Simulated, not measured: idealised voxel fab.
process module | voxel double patterning
cross-section cut | 150 nm wide | cells 5 nm
A cross-section is a grid of square cells, given in bands from the top down. A band is one or more rows of cells.
Each band's line starts with the height of the band's top and of its bottom, in nm. Then come its materials from left to right, each with its width in nm. One material with "throughout" fills the band from edge to edge. "air" is empty space.
Height 0 is the level under which the wafer as received is all one material. The lowest band goes on downwards, as in "0 down".
A width such as "30 to 40" changes by the same amount from each row of cells to the next, from the band's top row to its bottom row.
"no change" after a step means that no cell of the cross-section changed.
closed voids: empty space of 8 cells or more with no open way to the top, each as width x height at its distance from the left edge, in nm
after a step's settings: what the simulator itself notes on the step
overlay nm, on a step with a mask: how far to the right of its planned place the mask lay; to the left if negative
plan
1 op RECEIVE | material Si
2 op CONFORMAL_DEP | material SiN | thk nm 10
3 op DIRECTIONAL_DEP | material SiO2 | thk nm 10
4 op DIRECTIONAL_DEP | material SiCN | thk nm 5
5 op DIRECTIONAL_DEP | material aC | thk nm 15
6 op PATTERN | tone open | mask id FIRST | material resist | width nm 15 | pitch nm 50 | thk nm 35 | overlay nm 0
7 op DIRECTIONAL_ETCH | etch materials aC | depth nm 15
8 op STRIP | etch materials resist
9 op DIRECTIONAL_ETCH | etch materials SiCN | depth nm 5
10 op STRIP | etch materials aC
11 op PATTERN | tone open | mask id SECOND | material resist | width nm 15 | thk nm 15 | overlay nm 0
12 op DIRECTIONAL_ETCH | etch materials SiCN | depth nm 5
13 op STRIP | etch materials resist
14 op DIRECTIONAL_ETCH | etch materials SiO2 | depth nm 10
15 op STRIP | etch materials SiCN
as received, after step 1
  0 down: Si throughout
  closed voids: none
first wafer at the end, as planned
  20 to 10: SiO2 40 | air 15 | SiO2 10 | air 15 | SiO2 10 | air 15 | SiO2 45
  10 to 0: SiN throughout
  0 down: Si throughout
  closed voids: none
second wafer at the end: like start, like plan, one mistake
  20 to 10: air 40 | SiO2 15 | air 35 | SiO2 15 | air 45
  10 to 0: SiN throughout
  0 down: Si throughout
  closed voids: none
what went wrong: step 6 ran as: op PATTERN | tone cover | mask id FIRST | material resist | width nm 15 | pitch nm 50 | thk nm 35 | overlay nm 0
at the end the second wafer has, in cells: 30 fewer of SiO2
